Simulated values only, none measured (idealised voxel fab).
This section sets out a process module, namely voxel plated lines.
In the cross-section labelled cut, the width is 240 nm and each square cell is 5 nm.
Cross-section format: a grid of square cells, given as bands from top to bottom; each band is one or more rows of cells. Basically the band line says how high the top is and how high the bottom is, in nm, and then what's in it from left to right, every material with its width in nm. Empty space shows up as "blank", and if a single material carries "throughout" it runs the full band edge to edge. Height reference: 0 = level under which incoming wafer is all one material. Lowest band: no bottom, runs on downward, e.g. "z 0 and below". The notation "30..40" denotes a width that varies across the rows of cells in the band, beginning at the first number in the top row, finishing at the second number in the bottom row, and changing by an identical amount from each row to the next. Given "left unchanged" for a step, no cell of the cross-section differs between before and after that step. "Unvented cavities" lists enclosed empty spaces (at least 8 cells, no open path upward to the top), each as width x height at distance from the left edge, in nm. On a step's line, text after the settings is the simulator commenting on that step. The line of a step may include "overlay nm". On a step with a mask, this value is how far to the right of its planned place the mask lay. A negative value means the mask lay to the left.

These are the steps we planned for the process:
step 1: RECEIVE,material Si
step 2: CONFORMAL_DEP,material SiN,thk nm 15
step 3: DIRECTIONAL_DEP,material TiN,thk nm 5
step 4: PATTERN,tone open,mask id LINES,material resist,width nm 20,pitch nm 50,thk nm 35,overlay nm 0
step 5: EPI,material Ru,thk nm 5
step 6: EPI,material Ru,thk nm 5
step 7: EPI,material Ru,thk nm 10
step 8: STRIP,etch materials resist
step 9: DIRECTIONAL_ETCH,etch materials TiN,depth nm 5
step 10: CONFORMAL_DEP,material SiN,thk nm 10

first wafer, as planned:

So this is the incoming wafer in cross-section - it's already been through step 1:
    z 0 and below  Si throughout
    Unvented cavities: none

Cross-section of the wafer after step 2:
    z 15 to 0  SiN throughout
    No changes below 0.

Cross-section of the wafer after step 3:
    z 20 to 15  TiN throughout
    No changes below 15.

Cross-section of the wafer after step 4:
    z 55 to 20  resist 60, then blank 20, then resist 30, then blank 20, then resist 30, then blank 20, then resist 60
    No changes below 20.

Cross-section of the wafer after step 5:
    z 55 to 25  resist 60, then blank 20, then resist 30, then blank 20, then resist 30, then blank 20, then resist 60
    z 25 to 20  resist 60, then Ru 20, then resist 30, then Ru 20, then resist 30, then Ru 20, then resist 60
    No changes below 20.

Cross-section of the wafer after step 6:
    z 55 to 30  resist 60, then blank 20, then resist 30, then blank 20, then resist 30, then blank 20, then resist 60
    z 30 to 20  resist 60, then Ru 20, then resist 30, then Ru 20, then resist 30, then Ru 20, then resist 60
    No changes below 20.

Cross-section of the wafer after step 7:
    z 55 to 40  resist 60, then blank 20, then resist 30, then blank 20, then resist 30, then blank 20, then resist 60
    z 40 to 20  resist 60, then Ru 20, then resist 30, then Ru 20, then resist 30, then Ru 20, then resist 60
    No changes below 20.

Cross-section of the wafer after step 8:
    z 40 to 20  blank 60, then Ru 20, then blank 30, then Ru 20, then blank 30, then Ru 20, then blank 60
    No changes below 20.

Cross-section of the wafer after step 9:
    z 40 to 20  blank 60, then Ru 20, then blank 30, then Ru 20, then blank 30, then Ru 20, then blank 60
    z 20 to 15  blank 60, then TiN 20, then blank 30, then TiN 20, then blank 30, then TiN 20, then blank 60
    No changes below 15.

Cross-section of the wafer after step 10:
    z 50 to 40  blank 50, then SiN 40, then blank 10, then SiN 40, then blank 10, then SiN 40, then blank 50
    z 40 to 25  blank 50, then SiN 10, then Ru 20, then SiN 10, then blank 10, then SiN 10, then Ru 20, then SiN 10, then blank 10, then SiN 10, then Ru 20, then SiN 10, then blank 50
    z 25 to 20  SiN 60, then Ru 20, then SiN 30, then Ru 20, then SiN 30, then Ru 20, then SiN 60
    z 20 to 15  SiN 60, then TiN 20, then SiN 30, then TiN 20, then SiN 30, then TiN 20, then SiN 60
    No changes below 15.

Here the second wafer is described. Its start and its plan were those of the first wafer. Its run contained one mistake. Up to and including step 3, it did exactly what the first wafer did:

At the planned end of step 4, the second wafer in cross-section:
    z 55 to 20  blank 60, then resist 20, then blank 30, then resist 20, then blank 30, then resist 20, then blank 60
    No changes below 20.

At the planned end of step 5, the second wafer in cross-section:
    z 55 to 25  blank 60, then resist 20, then blank 30, then resist 20, then blank 30, then resist 20, then blank 60
    z 25 to 20  Ru 60, then resist 20, then Ru 30, then resist 20, then Ru 30, then resist 20, then Ru 60
    No changes below 20.

At the planned end of step 6, the second wafer in cross-section:
    z 55 to 30  blank 60, then resist 20, then blank 30, then resist 20, then blank 30, then resist 20, then blank 60
    z 30 to 20  Ru 60, then resist 20, then Ru 30, then resist 20, then Ru 30, then resist 20, then Ru 60
    No changes below 20.

At the planned end of step 7, the second wafer in cross-section:
    z 55 to 40  blank 60, then resist 20, then blank 30, then resist 20, then blank 30, then resist 20, then blank 60
    z 40 to 20  Ru 60, then resist 20, then Ru 30, then resist 20, then Ru 30, then resist 20, then Ru 60
    No changes below 20.

At the planned end of step 8, the second wafer in cross-section:
    z 40 to 20  Ru 60, then blank 20, then Ru 30, then blank 20, then Ru 30, then blank 20, then Ru 60
    No changes below 20.

At the planned end of step 9, the second wafer in cross-section:
    z 40 to 20  Ru 60, then blank 20, then Ru 30, then blank 20, then Ru 30, then blank 20, then Ru 60
    z 20 to 15  TiN 60, then blank 20, then TiN 30, then blank 20, then TiN 30, then blank 20, then TiN 60
    No changes below 15.

At the planned end of step 10, the second wafer in cross-section:
    z 50 to 40  SiN throughout
    z 40 to 20  Ru 60, then SiN 20, then Ru 30, then SiN 20, then Ru 30, then SiN 20, then Ru 60
    z 20 to 15  TiN 60, then SiN 20, then TiN 30, then SiN 20, then TiN 30, then SiN 20, then TiN 60
    No changes below 15.
The plan and the run diverged here: not per plan at step 4, really ran PATTERN,tone cover,mask id LINES,material resist,width nm 20,pitch nm 50,thk nm 35,overlay nm 0
at the end the second wafer has, in cells: Ru: 96 more, TiN: 24 more
